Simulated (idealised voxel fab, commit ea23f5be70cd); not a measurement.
Proc. module: voxel transistor to metal
Cross-section cut: width 290 nm, square cells of 5 nm.
Cross-section layout: square cells on a grid; listed as bands, top to bottom; a band spans one or more cell rows. A band entry consists of two parts. The first gives the height of the band's top and the height of its bottom, in nm. The rest lists the band's materials from left to right, each with its width in nm. A single material labelled with the word "throughout" fills the band from edge to edge, and the word "empty" marks empty space. Heights are measured from 0, the level below which the as-received wafer is all one material; the lowest band has no bottom and continues downward, written as in "0 down". Per-row width for "30..40": begins at first number (top row of band), ends at second number (bottom row), increment between rows held constant. No cell of the cross-section changed in a step that is given as "identical to before". Empty spaces without an open route to the top, at least 8 cells in extent, make up the entry "Trapped cavities"; each is given as width x height at distance, where the distance is measured from the left edge, and all are in nm. Formally, on a step line, whatever follows the settings is a remark that the simulator itself makes on the step. overlay nm: for a step with a mask, the amount by which the mask lay right of where it was planned; a negative amount means left of it.
# Listed below are the process steps as planned
| 1 | RECEIVE, material Si |
| 2 | CONFORMAL_DEP, material SiO2, thk nm 5 |
| 3 | CONFORMAL_DEP, material SiN, thk nm 10 |
| 4 | PATTERN, tone cover, mask id ACTIVE, material resist, width nm 105, pitch nm 130, thk nm 15, overlay nm 0 |
| 5 | DIRECTIONAL_ETCH, etch materials SiN, depth nm 10 |
| 6 | DIRECTIONAL_ETCH, etch materials SiO2, depth nm 5 |
| 7 | DIRECTIONAL_ETCH, etch materials Si, depth nm 20 |
| 8 | STRIP, etch materials resist |
| 9 | FILL_DEP, material SiO2, thk nm 10 |
| 10 | CMP, height nm 15 |
| 11 | SELECTIVE_ETCH, etch materials SiO2, depth nm 10 |
| 12 | STRIP, etch materials SiN |
| 13 | SELECTIVE_ETCH, etch materials SiO2, depth nm 5 |
| 14 | OXIDIZE, depth nm 5 |
| 15 | DIRECTIONAL_DEP, material polySi, thk nm 20 |
| 16 | DIRECTIONAL_DEP, material SiCN, thk nm 15 |
| 17 | DIRECTIONAL_DEP, material aC, thk nm 10 |
| 18 | PATTERN, tone cover, mask id GATE, material resist, width nm 25, pitch nm 130, thk nm 30, overlay nm 0 |
| 19 | DIRECTIONAL_ETCH, etch materials aC, depth nm 10 |
| 20 | STRIP, etch materials resist |
| 21 | DIRECTIONAL_ETCH, etch materials SiCN, depth nm 25 |
| 22 | DIRECTIONAL_ETCH, etch materials polySi, depth nm 30 |
| 23 | STRIP, etch materials aC |
| 24 | CONFORMAL_DEP, material SiO2, thk nm 5 |
| 25 | DIRECTIONAL_ETCH, etch materials SiO2, depth nm 5 |
| 26 | CONFORMAL_DEP, material SiN, thk nm 5 |
| 27 | DIRECTIONAL_ETCH, etch materials SiN, depth nm 5 |
| 28 | DIRECTIONAL_ETCH, etch materials SiO2, depth nm 5 |
| 29 | EPI, material SiGe, thk nm 5 |
| 30 | FILL_DEP, material SiO2, thk nm 10 |
| 31 | CMP, height nm 20 |
| 32 | STRIP, etch materials polySi |
| 33 | SELECTIVE_ETCH, etch materials SiO2, depth nm 5 |
| 34 | CONFORMAL_DEP, material HfO2, thk nm 5 |
| 35 | CONFORMAL_DEP, material TiN, thk nm 5 |
| 36 | FILL_DEP, material W, thk nm 10 |
| 37 | CMP, height nm 15 |
| 38 | DIRECTIONAL_DEP, material SiO2, thk nm 10 |
| 39 | DIRECTIONAL_DEP, material aC, thk nm 15 |
| 40 | PATTERN, tone open, mask id CONTACT, material resist, width nm 15, thk nm 30, overlay nm 0 |
| 41 | DIRECTIONAL_ETCH, etch materials aC, depth nm 15 |
| 42 | STRIP, etch materials resist |
| 43 | DIRECTIONAL_ETCH, etch materials SiO2, depth nm 25 |
| 44 | STRIP, etch materials aC |
| 45 | CONFORMAL_DEP, material TiN, thk nm 5 |
| 46 | FILL_DEP, material Ru, thk nm 10 |
| 47 | CMP, height nm 25 |
| 48 | CONFORMAL_DEP, material SiN, thk nm 5 |
| 49 | DIRECTIONAL_DEP, material SiO2, thk nm 20 |
| 50 | MASKED_ETCH, tone open, mask id METAL_1, width nm 15, etch materials SiO2, depth nm 20, overlay nm 0 |
| 51 | MASKED_ETCH, tone open, mask id METAL_1, width nm 15, etch materials SiN, depth nm 5, overlay nm 0 |
| 52 | CONFORMAL_DEP, material TiN, thk nm 5 |
| 53 | FILL_DEP, material Cu, thk nm 10 |
| 54 | CMP, height nm 50 |
| 55 | CONFORMAL_DEP, material SiCN, thk nm 5 |
| 56 | DIRECTIONAL_DEP, material lowk, thk nm 25 |
| 57 | MASKED_ETCH, tone open, mask id METAL_2, width nm 15, pitch nm 130, etch materials lowk, depth nm 15, overlay nm 0 |
| 58 | MASKED_ETCH, tone open, mask id METAL_2_HOLES, width nm 15, pitch nm 130, etch materials lowk, depth nm 10, overlay nm 0 |
| 59 | MASKED_ETCH, tone open, mask id METAL_2_HOLES, width nm 15, pitch nm 130, etch materials SiCN, depth nm 5, overlay nm 0 |
| 60 | CONFORMAL_DEP, material TiN, thk nm 5 |
| 61 | FILL_DEP, material Cu, thk nm 10 |
| 62 | CMP, height nm 80 |
| 63 | CONFORMAL_DEP, material SiCN, thk nm 5 |
# Of two wafers, the first: run according to plan
# As-received state of the wafer in cross-section, equivalent to post-step 1
0 down: Si throughout
Trapped cavities: none
# Wafer section view after processing step 2
5 to 0: SiO2 throughout
Heights below 0 show no change.
# Wafer section view after processing step 3
15 to 5: SiN throughout
Heights below 5 show no change.
# Wafer section view after processing step 4
30 to 15: empty 25, then resist 105, then empty 25, then resist 105, then empty 30
Heights below 15 show no change.
# Wafer section view after processing step 5
30 to 15: empty 25, then resist 105, then empty 25, then resist 105, then empty 30
15 to 5: empty 25, then SiN 105, then empty 25, then SiN 105, then empty 30
Heights below 5 show no change.
# Wafer section view after processing step 6
30 to 15: empty 25, then resist 105, then empty 25, then resist 105, then empty 30
15 to 5: empty 25, then SiN 105, then empty 25, then SiN 105, then empty 30
5 to 0: empty 25, then SiO2 105, then empty 25, then SiO2 105, then empty 30
Heights below 0 show no change.
# Wafer section view after processing step 7
30 to 15: empty 25, then resist 105, then empty 25, then resist 105, then empty 30
15 to 5: empty 25, then SiN 105, then empty 25, then SiN 105, then empty 30
5 to 0: empty 25, then SiO2 105, then empty 25, then SiO2 105, then empty 30
0 to -20: empty 25, then Si 105, then empty 25, then Si 105, then empty 30
Heights below -20 show no change.
# Wafer section view after processing step 8
15 to 5: empty 25, then SiN 105, then empty 25, then SiN 105, then empty 30
Heights below 5 show no change.
# Wafer section view after processing step 9
25 to 15: SiO2 throughout
15 to 5: SiO2 25, then SiN 105, then SiO2 25, then SiN 105, then SiO2 30
5 to 0: SiO2 throughout
0 to -20: SiO2 25, then Si 105, then SiO2 25, then Si 105, then SiO2 30
Heights below -20 show no change.
# Wafer section view after processing step 10
15 to 5: SiO2 25, then SiN 105, then SiO2 25, then SiN 105, then SiO2 30
Heights below 5 show no change.
# Wafer section view after processing step 11
15 to 5: empty 25, then SiN 105, then empty 25, then SiN 105, then empty 30
Heights below 5 show no change.
# Wafer section view after processing step 12
5 to 0: SiO2 throughout
Heights below 0 show no change.
# Wafer section view after processing step 13
0 to -20: SiO2 25, then Si 105, then SiO2 25, then Si 105, then SiO2 30
Heights below -20 show no change.
# Wafer section view after processing step 14
0 to -5: SiO2 throughout
Heights below -5 show no change.
# Wafer section view after processing step 15
20 to 0: polySi throughout
Heights below 0 show no change.
# Wafer section view after processing step 16
35 to 20: SiCN throughout
Heights below 20 show no change.
# Wafer section view after processing step 17
45 to 35: aC throughout
Heights below 35 show no change.
# Wafer section view after processing step 18
75 to 45: empty 65, then resist 25, then empty 105, then resist 25, then empty 70
Heights below 45 show no change.
# Wafer section view after processing step 19
65 to 45: empty 65, then resist 25, then empty 105, then resist 25, then empty 70
45 to 35: empty 65, then aC 25, then empty 105, then aC 25, then empty 70
Heights below 35 show no change.
# Wafer section view after processing step 20
45 to 35: empty 65, then aC 25, then empty 105, then aC 25, then empty 70
Heights below 35 show no change.
# Wafer section view after processing step 21
45 to 35: empty 65, then aC 25, then empty 105, then aC 25, then empty 70
35 to 20: empty 65, then SiCN 25, then empty 105, then SiCN 25, then empty 70
Heights below 20 show no change.
# Wafer section view after processing step 22
45 to 35: empty 65, then aC 25, then empty 105, then aC 25, then empty 70
35 to 20: empty 65, then SiCN 25, then empty 105, then SiCN 25, then empty 70
20 to 0: empty 65, then polySi 25, then empty 105, then polySi 25, then empty 70
Heights below 0 show no change.
# Wafer section view after processing step 23
35 to 20: empty 65, then SiCN 25, then empty 105, then SiCN 25, then empty 70
Heights below 20 show no change.
# Wafer section view after processing step 24
40 to 35: empty 60, then SiO2 35, then empty 95, then SiO2 35, then empty 65
35 to 20: empty 60, then SiO2 5, then SiCN 25, then SiO2 5, then empty 95, then SiO2 5, then SiCN 25, then SiO2 5, then empty 65
20 to 5: empty 60, then SiO2 5, then polySi 25, then SiO2 5, then empty 95, then SiO2 5, then polySi 25, then SiO2 5, then empty 65
5 to 0: SiO2 65, then polySi 25, then SiO2 105, then polySi 25, then SiO2 70
Heights below 0 show no change.
# Wafer section view after processing step 25
35 to 20: empty 60, then SiO2 5, then SiCN 25, then SiO2 5, then empty 95, then SiO2 5, then SiCN 25, then SiO2 5, then empty 65
20 to 0: empty 60, then SiO2 5, then polySi 25, then SiO2 5, then empty 95, then SiO2 5, then polySi 25, then SiO2 5, then empty 65
Heights below 0 show no change.
# Wafer section view after processing step 26
40 to 35: empty 55, then SiN 45, then empty 85, then SiN 45, then empty 60
35 to 20: empty 55, then SiN 5, then SiO2 5, then SiCN 25, then SiO2 5, then SiN 5, then empty 85, then SiN 5, then SiO2 5, then SiCN 25, then SiO2 5, then SiN 5, then empty 60
20 to 5: empty 55, then SiN 5, then SiO2 5, then polySi 25, then SiO2 5, then SiN 5, then empty 85, then SiN 5, then SiO2 5, then polySi 25, then SiO2 5, then SiN 5, then empty 60
5 to 0: SiN 60, then SiO2 5, then polySi 25, then SiO2 5, then SiN 95, then SiO2 5, then polySi 25, then SiO2 5, then SiN 65
Heights below 0 show no change.
# Wafer section view after processing step 27
35 to 20: empty 55, then SiN 5, then SiO2 5, then SiCN 25, then SiO2 5, then SiN 5, then empty 85, then SiN 5, then SiO2 5, then SiCN 25, then SiO2 5, then SiN 5, then empty 60
20 to 0: empty 55, then SiN 5, then SiO2 5, then polySi 25, then SiO2 5, then SiN 5, then empty 85, then SiN 5, then SiO2 5, then polySi 25, then SiO2 5, then SiN 5, then empty 60
Heights below 0 show no change.
# Wafer section view after processing step 28
35 to 30: empty 55, then SiN 5, then empty 5, then SiCN 25, then empty 5, then SiN 5, then empty 85, then SiN 5, then empty 5, then SiCN 25, then empty 5, then SiN 5, then empty 60
30 to 20: empty 55, then SiN 5, then SiO2 5, then SiCN 25, then SiO2 5, then SiN 5, then empty 85, then SiN 5, then SiO2 5, then SiCN 25, then SiO2 5, then SiN 5, then empty 60
20 to 0: empty 55, then SiN 5, then SiO2 5, then polySi 25, then SiO2 5, then SiN 5, then empty 85, then SiN 5, then SiO2 5, then polySi 25, then SiO2 5, then SiN 5, then empty 60
0 to -5: empty 55, then SiO2 45, then empty 85, then SiO2 45, then empty 60
Heights below -5 show no change.
# Wafer section view after processing step 29
35 to 30: empty 55, then SiN 5, then empty 5, then SiCN 25, then empty 5, then SiN 5, then empty 85, then SiN 5, then empty 5, then SiCN 25, then empty 5, then SiN 5, then empty 60
30 to 20: empty 55, then SiN 5, then SiO2 5, then SiCN 25, then SiO2 5, then SiN 5, then empty 85, then SiN 5, then SiO2 5, then SiCN 25, then SiO2 5, then SiN 5, then empty 60
20 to 0: empty 55, then SiN 5, then SiO2 5, then polySi 25, then SiO2 5, then SiN 5, then empty 85, then SiN 5, then SiO2 5, then polySi 25, then SiO2 5, then SiN 5, then empty 60
0 to -5: empty 20, then SiGe 35, then SiO2 45, then SiGe 35, then empty 15, then SiGe 35, then SiO2 45, then SiGe 35, then empty 25
Heights below -5 show no change.
# Wafer section view after processing step 30
45 to 35: SiO2 throughout
35 to 20: SiO2 55, then SiN 5, then SiO2 5, then SiCN 25, then SiO2 5, then SiN 5, then SiO2 85, then SiN 5, then SiO2 5, then SiCN 25, then SiO2 5, then SiN 5, then SiO2 60
20 to 0: SiO2 55, then SiN 5, then SiO2 5, then polySi 25, then SiO2 5, then SiN 5, then SiO2 85, then SiN 5, then SiO2 5, then polySi 25, then SiO2 5, then SiN 5, then SiO2 60
0 to -5: SiO2 20, then SiGe 35, then SiO2 45, then SiGe 35, then SiO2 15, then SiGe 35, then SiO2 45, then SiGe 35, then SiO2 25
Heights below -5 show no change.
# Wafer section view after processing step 31
20 to 0: SiO2 55, then SiN 5, then SiO2 5, then polySi 25, then SiO2 5, then SiN 5, then SiO2 85, then SiN 5, then SiO2 5, then polySi 25, then SiO2 5, then SiN 5, then SiO2 60
Heights below 0 show no change.
# Wafer section view after processing step 32
20 to 0: SiO2 55, then SiN 5, then SiO2 5, then empty 25, then SiO2 5, then SiN 5, then SiO2 85, then SiN 5, then SiO2 5, then empty 25, then SiO2 5, then SiN 5, then SiO2 60
Heights below 0 show no change.
# Wafer section view after processing step 33
20 to 15: empty 55, then SiN 5, then empty 35, then SiN 5, then empty 85, then SiN 5, then empty 35, then SiN 5, then empty 60
15 to 0: SiO2 55, then SiN 5, then empty 35, then SiN 5, then SiO2 85, then SiN 5, then empty 35, then SiN 5, then SiO2 60
0 to -5: SiO2 20, then SiGe 35, then SiO2 5, then empty 35, then SiO2 5, then SiGe 35, then SiO2 15, then SiGe 35, then SiO2 5, then empty 35, then SiO2 5, then SiGe 35, then SiO2 25
Heights below -5 show no change.
# Wafer section view after processing step 34
25 to 20: empty 50, then HfO2 15, then empty 25, then HfO2 15, then empty 75, then HfO2 15, then empty 25, then HfO2 15, then empty 55
20 to 15: HfO2 55, then SiN 5, then HfO2 5, then empty 25, then HfO2 5, then SiN 5, then HfO2 85, then SiN 5, then HfO2 5, then empty 25, then HfO2 5, then SiN 5, then HfO2 60
15 to 0: SiO2 55, then SiN 5, then HfO2 5, then empty 25, then HfO2 5, then SiN 5, then SiO2 85, then SiN 5, then HfO2 5, then empty 25, then HfO2 5, then SiN 5, then SiO2 60
0 to -5: SiO2 20, then SiGe 35, then SiO2 5, then HfO2 35, then SiO2 5, then SiGe 35, then SiO2 15, then SiGe 35, then SiO2 5, then HfO2 35, then SiO2 5, then SiGe 35, then SiO2 25
Heights below -5 show no change.
# Wafer section view after processing step 35
30 to 25: empty 45, then TiN 25, then empty 15, then TiN 25, then empty 65, then TiN 25, then empty 15, then TiN 25, then empty 50
25 to 20: TiN 50, then HfO2 15, then TiN 5, then empty 15, then TiN 5, then HfO2 15, then TiN 75, then HfO2 15, then TiN 5, then empty 15, then TiN 5, then HfO2 15, then TiN 55
20 to 15: HfO2 55, then SiN 5, then HfO2 5, then TiN 5, then empty 15, then TiN 5, then HfO2 5, then SiN 5, then HfO2 85, then SiN 5, then HfO2 5, then TiN 5, then empty 15, then TiN 5, then HfO2 5, then SiN 5, then HfO2 60
15 to 5: SiO2 55, then SiN 5, then HfO2 5, then TiN 5, then empty 15, then TiN 5, then HfO2 5, then SiN 5, then SiO2 85, then SiN 5, then HfO2 5, then TiN 5, then empty 15, then TiN 5, then HfO2 5, then SiN 5, then SiO2 60
5 to 0: SiO2 55, then SiN 5, then HfO2 5, then TiN 25, then HfO2 5, then SiN 5, then SiO2 85, then SiN 5, then HfO2 5, then TiN 25, then HfO2 5, then SiN 5, then SiO2 60
Heights below 0 show no change.
# Wafer section view after processing step 36
40 to 30: W throughout
30 to 25: W 45, then TiN 25, then W 15, then TiN 25, then W 65, then TiN 25, then W 15, then TiN 25, then W 50
25 to 20: TiN 50, then HfO2 15, then TiN 5, then W 15, then TiN 5, then HfO2 15, then TiN 75, then HfO2 15, then TiN 5, then W 15, then TiN 5, then HfO2 15, then TiN 55
20 to 15: HfO2 55, then SiN 5, then HfO2 5, then TiN 5, then W 15, then TiN 5, then HfO2 5, then SiN 5, then HfO2 85, then SiN 5, then HfO2 5, then TiN 5, then W 15, then TiN 5, then HfO2 5, then SiN 5, then HfO2 60
15 to 5: SiO2 55, then SiN 5, then HfO2 5, then TiN 5, then W 15, then TiN 5, then HfO2 5, then SiN 5, then SiO2 85, then SiN 5, then HfO2 5, then TiN 5, then W 15, then TiN 5, then HfO2 5, then SiN 5, then SiO2 60
Heights below 5 show no change.
# Wafer section view after processing step 37
15 to 5: SiO2 55, then SiN 5, then HfO2 5, then TiN 5, then W 15, then TiN 5, then HfO2 5, then SiN 5, then SiO2 85, then SiN 5, then HfO2 5, then TiN 5, then W 15, then TiN 5, then HfO2 5, then SiN 5, then SiO2 60
Heights below 5 show no change.
# Wafer section view after processing step 38
25 to 15: SiO2 throughout
Heights below 15 show no change.
# Wafer section view after processing step 39
40 to 25: aC throughout
Heights below 25 show no change.
# Wafer section view after processing step 40
70 to 40: resist 35, then empty 15, then resist 55, then empty 15, then resist 45, then empty 15, then resist 55, then empty 15, then resist 40
Heights below 40 show no change.
# Wafer section view after processing step 41
55 to 40: resist 35, then empty 15, then resist 55, then empty 15, then resist 45, then empty 15, then resist 55, then empty 15, then resist 40
40 to 25: aC 35, then empty 15, then aC 55, then empty 15, then aC 45, then empty 15, then aC 55, then empty 15, then aC 40
Heights below 25 show no change.
# Wafer section view after processing step 42
40 to 25: aC 35, then empty 15, then aC 55, then empty 15, then aC 45, then empty 15, then aC 55, then empty 15, then aC 40
Heights below 25 show no change.
# Wafer section view after processing step 43
40 to 25: aC 35, then empty 15, then aC 55, then empty 15, then aC 45, then empty 15, then aC 55, then empty 15, then aC 40
25 to 15: SiO2 35, then empty 15, then SiO2 55, then empty 15, then SiO2 45, then empty 15, then SiO2 55, then empty 15, then SiO2 40
15 to 5: SiO2 35, then empty 15, then SiO2 5, then SiN 5, then HfO2 5, then TiN 5, then W 15, then TiN 5, then HfO2 5, then SiN 5, then SiO2 5, then empty 15, then SiO2 45, then empty 15, then SiO2 5, then SiN 5, then HfO2 5, then TiN 5, then W 15, then TiN 5, then HfO2 5, then SiN 5, then SiO2 5, then empty 15, then SiO2 40
5 to 0: SiO2 35, then empty 15, then SiO2 5, then SiN 5, then HfO2 5, then TiN 25, then HfO2 5, then SiN 5, then SiO2 5, then empty 15, then SiO2 45, then empty 15, then SiO2 5, then SiN 5, then HfO2 5, then TiN 25, then HfO2 5, then SiN 5, then SiO2 5, then empty 15, then SiO2 40
Heights below 0 show no change.
# Wafer section view after processing step 44
25 to 15: SiO2 35, then empty 15, then SiO2 55, then empty 15, then SiO2 45, then empty 15, then SiO2 55, then empty 15, then SiO2 40
Heights below 15 show no change.
# Wafer section view after processing step 45
30 to 25: TiN 40, then empty 5, then TiN 65, then empty 5, then TiN 55, then empty 5, then TiN 65, then empty 5, then TiN 45
25 to 15: SiO2 35, then TiN 5, then empty 5, then TiN 5, then SiO2 55, then TiN 5, then empty 5, then TiN 5, then SiO2 45, then TiN 5, then empty 5, then TiN 5, then SiO2 55, then TiN 5, then empty 5, then TiN 5, then SiO2 40
15 to 5: SiO2 35, then TiN 5, then empty 5, then TiN 5, then SiO2 5, then SiN 5, then HfO2 5, then TiN 5, then W 15, then TiN 5, then HfO2 5, then SiN 5, then SiO2 5, then TiN 5, then empty 5, then TiN 5, then SiO2 45, then TiN 5, then empty 5, then TiN 5, then SiO2 5, then SiN 5, then HfO2 5, then TiN 5, then W 15, then TiN 5, then HfO2 5, then SiN 5, then SiO2 5, then TiN 5, then empty 5, then TiN 5, then SiO2 40
5 to 0: SiO2 35, then TiN 15, then SiO2 5, then SiN 5, then HfO2 5, then TiN 25, then HfO2 5, then SiN 5, then SiO2 5, then TiN 15, then SiO2 45, then TiN 15, then SiO2 5, then SiN 5, then HfO2 5, then TiN 25, then HfO2 5, then SiN 5, then SiO2 5, then TiN 15, then SiO2 40
Heights below 0 show no change.
# Wafer section view after processing step 46
40 to 30: Ru throughout
30 to 25: TiN 40, then Ru 5, then TiN 65, then Ru 5, then TiN 55, then Ru 5, then TiN 65, then Ru 5, then TiN 45
25 to 15: SiO2 35, then TiN 5, then Ru 5, then TiN 5, then SiO2 55, then TiN 5, then Ru 5, then TiN 5, then SiO2 45, then TiN 5, then Ru 5, then TiN 5, then SiO2 55, then TiN 5, then Ru 5, then TiN 5, then SiO2 40
15 to 5: SiO2 35, then TiN 5, then Ru 5, then TiN 5, then SiO2 5, then SiN 5, then HfO2 5, then TiN 5, then W 15, then TiN 5, then HfO2 5, then SiN 5, then SiO2 5, then TiN 5, then Ru 5, then TiN 5, then SiO2 45, then TiN 5, then Ru 5, then TiN 5, then SiO2 5, then SiN 5, then HfO2 5, then TiN 5, then W 15, then TiN 5, then HfO2 5, then SiN 5, then SiO2 5, then TiN 5, then Ru 5, then TiN 5, then SiO2 40
Heights below 5 show no change.
# Wafer section view after processing step 47
25 to 15: SiO2 35, then TiN 5, then Ru 5, then TiN 5, then SiO2 55, then TiN 5, then Ru 5, then TiN 5, then SiO2 45, then TiN 5, then Ru 5, then TiN 5, then SiO2 55, then TiN 5, then Ru 5, then TiN 5, then SiO2 40
Heights below 15 show no change.
# Wafer section view after processing step 48
30 to 25: SiN throughout
Heights below 25 show no change.
# Wafer section view after processing step 49
50 to 30: SiO2 throughout
Heights below 30 show no change.
# Wafer section view after processing step 50
50 to 30: SiO2 35, then empty 15, then SiO2 55, then empty 15, then SiO2 45, then empty 15, then SiO2 55, then empty 15, then SiO2 40
Heights below 30 show no change.
# Wafer section view after processing step 51
50 to 30: SiO2 35, then empty 15, then SiO2 55, then empty 15, then SiO2 45, then empty 15, then SiO2 55, then empty 15, then SiO2 40
30 to 25: SiN 35, then empty 15, then SiN 55, then empty 15, then SiN 45, then empty 15, then SiN 55, then empty 15, then SiN 40
Heights below 25 show no change.
# Wafer section view after processing step 52
55 to 50: TiN 40, then empty 5, then TiN 65, then empty 5, then TiN 55, then empty 5, then TiN 65, then empty 5, then TiN 45
50 to 30: SiO2 35, then TiN 5, then empty 5, then TiN 5, then SiO2 55, then TiN 5, then empty 5, then TiN 5, then SiO2 45, then TiN 5, then empty 5, then TiN 5, then SiO2 55, then TiN 5, then empty 5, then TiN 5, then SiO2 40
30 to 25: SiN 35, then TiN 15, then SiN 55, then TiN 15, then SiN 45, then TiN 15, then SiN 55, then TiN 15, then SiN 40
Heights below 25 show no change.
# Wafer section view after processing step 53
65 to 55: Cu throughout
55 to 50: TiN 40, then Cu 5, then TiN 65, then Cu 5, then TiN 55, then Cu 5, then TiN 65, then Cu 5, then TiN 45
50 to 30: SiO2 35, then TiN 5, then Cu 5, then TiN 5, then SiO2 55, then TiN 5, then Cu 5, then TiN 5, then SiO2 45, then TiN 5, then Cu 5, then TiN 5, then SiO2 55, then TiN 5, then Cu 5, then TiN 5, then SiO2 40
Heights below 30 show no change.
# Wafer section view after processing step 54
50 to 30: SiO2 35, then TiN 5, then Cu 5, then TiN 5, then SiO2 55, then TiN 5, then Cu 5, then TiN 5, then SiO2 45, then TiN 5, then Cu 5, then TiN 5, then SiO2 55, then TiN 5, then Cu 5, then TiN 5, then SiO2 40
Heights below 30 show no change.
# Wafer section view after processing step 55
55 to 50: SiCN throughout
Heights below 50 show no change.
# Wafer section view after processing step 56
80 to 55: lowk throughout
Heights below 55 show no change.
# Wafer section view after processing step 57
80 to 65: lowk 35, then empty 15, then lowk 115, then empty 15, then lowk 110
Heights below 65 show no change.
# Wafer section view after processing step 58
80 to 55: lowk 35, then empty 15, then lowk 115, then empty 15, then lowk 110
Heights below 55 show no change.
# Wafer section view after processing step 59
80 to 55: lowk 35, then empty 15, then lowk 115, then empty 15, then lowk 110
55 to 50: SiCN 35, then empty 15, then SiCN 115, then empty 15, then SiCN 110
Heights below 50 show no change.
# Wafer section view after processing step 60
85 to 80: TiN 40, then empty 5, then TiN 125, then empty 5, then TiN 115
80 to 55: lowk 35, then TiN 5, then empty 5, then TiN 5, then lowk 115, then TiN 5, then empty 5, then TiN 5, then lowk 110
55 to 50: SiCN 35, then TiN 15, then SiCN 115, then TiN 15, then SiCN 110
Heights below 50 show no change.
# Wafer section view after processing step 61
95 to 85: Cu throughout
85 to 80: TiN 40, then Cu 5, then TiN 125, then Cu 5, then TiN 115
80 to 55: lowk 35, then TiN 5, then Cu 5, then TiN 5, then lowk 115, then TiN 5, then Cu 5, then TiN 5, then lowk 110
Heights below 55 show no change.
# Wafer section view after processing step 62
80 to 55: lowk 35, then TiN 5, then Cu 5, then TiN 5, then lowk 115, then TiN 5, then Cu 5, then TiN 5, then lowk 110
Heights below 55 show no change.
# Wafer section view after processing step 63
85 to 80: SiCN throughout
Heights below 80 show no change.
# Wafer two of two - same starting point, same process plan, one mistake in execution; matches wafer one up to and including step 58
# Second wafer, cross-section, planned end of step 59
80 to 55: lowk 35, then empty 15, then lowk 115, then empty 15, then lowk 110
55 to 50: SiCN 45, then empty 5, then SiCN 125, then empty 5, then SiCN 110
Heights below 50 show no change.
# Second wafer, cross-section, planned end of step 60
85 to 80: TiN 40, then empty 5, then TiN 125, then empty 5, then TiN 115
80 to 60: lowk 35, then TiN 5, then empty 5, then TiN 5, then lowk 115, then TiN 5, then empty 5, then TiN 5, then lowk 110
60 to 55: lowk 35, then TiN 15, then lowk 115, then TiN 15, then lowk 110
55 to 50: SiCN 45, then TiN 5, then SiCN 125, then TiN 5, then SiCN 110
Heights below 50 show no change.
# Second wafer, cross-section, planned end of step 61
95 to 85: Cu throughout
85 to 80: TiN 40, then Cu 5, then TiN 125, then Cu 5, then TiN 115
80 to 60: lowk 35, then TiN 5, then Cu 5, then TiN 5, then lowk 115, then TiN 5, then Cu 5, then TiN 5, then lowk 110
Heights below 60 show no change.
# Second wafer, cross-section, planned end of step 62
80 to 60: lowk 35, then TiN 5, then Cu 5, then TiN 5, then lowk 115, then TiN 5, then Cu 5, then TiN 5, then lowk 110
Heights below 60 show no change.
# Second wafer, cross-section, planned end of step 63
85 to 80: SiCN throughout
Heights below 80 show no change.
Run error: contrary to plan, step 59 was performed as MASKED_ETCH, tone open, mask id METAL_2_HOLES, width nm 15, pitch nm 130, etch materials SiCN, depth nm 5, overlay nm 10
Heads up, by the end the second wafer has more or fewer cells of some materials compared to the first: Cu: 2 fewer, SiCN: 4 more, TiN: 2 fewer
